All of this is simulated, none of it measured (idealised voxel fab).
Proc. module: voxel air gaps
Square cells of 5 nm make up the cross-section cut, whose width is 255 nm.
Cross-section, as written here: a square-cell grid given band by band from the top down, where a band holds one or more rows of cells. For a band, the entry starts with two heights in nm, that of the top and then that of the bottom, and carries on with the band's materials in order from left to right, each alongside its width in nm; the word "all across" beside a single material means it fills the band edge to edge, and "air" means empty space. Ref level 0: as-received wafer is one material below here. Bottom band extends down with no lower bound ("top 0, no bottom"). Width spec "30->40" -> top row of cells at first value, bottom row at second value, equal per-row change in between. Take "no change" at face value: in the step it is given for, the cross-section changed in none of its cells. Any empty space of 8 cells or more lacking an open way to the top shows up in "Closed voids list" as width x height at distance, distance from the left edge, in nm. Past the settings on a step's line: simulator remark, on that step. The line of a step may include "overlay nm". On a step with a mask, this value is how far to the right of its planned place the mask lay. A negative value means the mask lay to the left.

Below is the list of planned process steps:
| 1 | RECEIVE,material Si |
| 2 | CONFORMAL_DEP,material SiO2,thk nm 15 |
| 3 | CONFORMAL_DEP,material SiCN,thk nm 5 |
| 4 | DIRECTIONAL_DEP,material lowk,thk nm 30 |
| 5 | MASKED_ETCH,tone open,mask id LINES,width nm 15,pitch nm 45,etch materials lowk,depth nm 30,overlay nm 0 |
| 6 | CONFORMAL_DEP,material TiN,thk nm 5 |
| 7 | FILL_DEP,material W,thk nm 10 |
| 8 | CMP,height nm 50 |
| 9 | EPI,material Ru,thk nm 10 |
| 10 | SELECTIVE_ETCH,etch materials lowk,depth nm 40 |
| 11 | CONFORMAL_DEP,material SiCN,thk nm 5 |
Wafer-to-wafer difference: width nm, step 5. Common start. Plan = first wafer's value.

Cross-section: the first of several wafers in its as-received state, i.e. following step 1:
  top 0, no bottom | Si all across
  Closed voids list: none

What follows is a table in which each wafer occupies a row; for the wafer as it stands at the close of the module, the row states, material by material, how many cells have been gained (+) or lost (-) since receipt, and then gives its closed voids:
width nm 15 | +42 Ru | +174 SiCN | +153 SiO2 | +39 TiN | +15 W | Closed voids list: 20 x 20 at 95; 20 x 20 at 140
width nm 20 | +48 Ru | +166 SiCN | +153 SiO2 | +42 TiN | +30 W | Closed voids list: 15 x 20 at 95; 15 x 20 at 140
width nm 25 | +54 Ru | +126 SiCN | +153 SiO2 | +45 TiN | +45 W | +48 lowk | Closed voids list: none
width nm 30 | +56 Ru | +126 SiCN | +153 SiO2 | +48 TiN | +60 W | +36 lowk | Closed voids list: none
